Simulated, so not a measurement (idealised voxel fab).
Title: Process Module voxel tone inversion
Square cells of 5 nm make up the cross-section cut, whose width is 140 nm.
When this document writes out a cross-section, it uses a grid of square cells and lists it as bands, beginning at the top and moving down, with a band standing for one or more rows of cells.
Band: top and bottom heights (nm) first, top before bottom; then materials from left to right, widths in nm. "throughout" marks a sole material filling the band edge to edge. "blank" denotes empty space.
Measure heights from 0. That's the level where, below it, the as-received wafer is all one material. The lowest band is bottomless and extends downward; write it as in "from 0 down".
The expression "30 to 40" gives the width at the extremes of the band, the first number at its top row of cells and the second at its bottom row, with the width changing by equal amounts from each row to the next in between.
It should be understood that the words "nothing was modified", when stated for a given step, signify that the cross-section underwent no change in any of its cells during that step.
In "Fully sealed cavities" the enclosed voids are listed, meaning empty spaces of 8 cells or larger without any opening to the top. The form is width x height at distance, distance from the left edge, units nm.
It should be noted that, on the line of a given step, the content following the step's settings is a remark produced by the simulator itself with respect to that step.
"overlay nm" answers the question of how far to the right of plan the mask lay on a step that has a mask, and when it is negative the answer is to the left.

-- Process steps (planned)
- 1: RECEIVE, material Si
- 2: CONFORMAL_DEP, material SiCN, thk nm 10
- 3: DIRECTIONAL_DEP, material polySi, thk nm 15
- 4: PATTERN, tone cover, mask id POSTS, material resist, width nm 20, pitch nm 50, thk nm 25, overlay nm 0
- 5: DIRECTIONAL_ETCH, etch materials polySi, depth nm 15
- 6: STRIP, etch materials resist
- 7: FILL_DEP, material SiO2, thk nm 5
- 8: CMP, height nm 25
- 9: STRIP, etch materials polySi

-- Cross-section of the wafer at receipt, which is the condition after step 1
> from 0 down: Si throughout
> Fully sealed cavities: none

-- Cross-section taken at module completion on the first of two wafers; processed per the plan
> from 25 to 10: SiO2 35 nm, blank 20 nm, SiO2 30 nm, blank 20 nm, SiO2 35 nm
> from 10 to 0: SiCN throughout
> from 0 down: Si throughout
> Fully sealed cavities: none

-- The second wafer, shown in cross-section after the module: started the same way as the first and given the same plan, yet one mistake crept into how it was run
> from 25 to 10: blank 35 nm, SiO2 20 nm, blank 30 nm, SiO2 20 nm, blank 35 nm
> from 10 to 0: SiCN throughout
> from 0 down: Si throughout
> Fully sealed cavities: none
The mistake made against the process plan was this: planned and actual differ for step 4; actual: PATTERN, tone open, mask id POSTS, material resist, width nm 20, pitch nm 50, thk nm 25, overlay nm 0
Cell-count delta at end, second wafer over first, by material: SiO2: 36 fewer
